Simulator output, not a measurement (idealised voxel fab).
voxel double patterning: a process module
The width of the displayed cross-section, cut, is 265 nm; its cells are square, with a size of 5 nm.
Cross-section, as written here: a square-cell grid given band by band from the top down, where a band holds one or more rows of cells.
In this notation a band is specified by the heights of its top and bottom, in that order and in nm, after which its materials appear from left to right, each paired with its width in nm. The word "all across" attached to a single material means that material fills the band from edge to edge; the word "air" stands for empty space.
Measure heights from 0. That's the level where, below it, the as-received wafer is all one material. The lowest band is bottomless and extends downward; write it as in "0 down".
Width spec "30->40" -> top row of cells at first value, bottom row at second value, equal per-row change in between.
"remained unchanged" (step): cross-section cells unchanged, all of them.
Listed in "Closed voids list": every empty space of 8 or more cells without an open way to the top. Form: width x height at distance, the distance being from the left edge, all in nm.
Whatever follows a step's settings on its line is a remark the simulator itself makes about that step.
When a step includes a mask, the "overlay nm" setting on its line states how far to the right of its planned place that mask lay, and negative values state how far to the left.

List of planned process steps
step 1: RECEIVE (material Si)
step 2: CONFORMAL_DEP (material SiO2; thk nm 5)
step 3: DIRECTIONAL_DEP (material W; thk nm 15)
step 4: DIRECTIONAL_DEP (material SiCN; thk nm 10)
step 5: PATTERN (tone open; mask id FIRST; material resist; width nm 15; pitch nm 50; thk nm 20; overlay nm 0)
step 6: DIRECTIONAL_ETCH (etch materials SiCN; depth nm 10)
step 7: STRIP (etch materials resist)
step 8: MASKED_ETCH (tone open; mask id SECOND; width nm 15; pitch nm 50; etch materials SiCN; depth nm 10; overlay nm 0)
step 9: DIRECTIONAL_ETCH (etch materials W; depth nm 15)
step 10: STRIP (etch materials SiCN)

as received, after step 1
- 0 down = Si all across
- Closed voids list: none

The cross-section shown corresponds to the wafer at the conclusion of the module. The initial structure and the process plan are those presented above; however, one mistake occurred in executing the plan
- 20 to 5 = air 75, W 15, air 35, W 15, air 35, W 15, air 75
- 5 to 0 = SiO2 all across
- 0 down = Si all across
- Closed voids list: none
Finding, execution versus plan: for step 5, the planned setting was not used; the step was instead run as PATTERN (tone cover; mask id FIRST; material resist; width nm 15; pitch nm 50; thk nm 20; overlay nm 0)
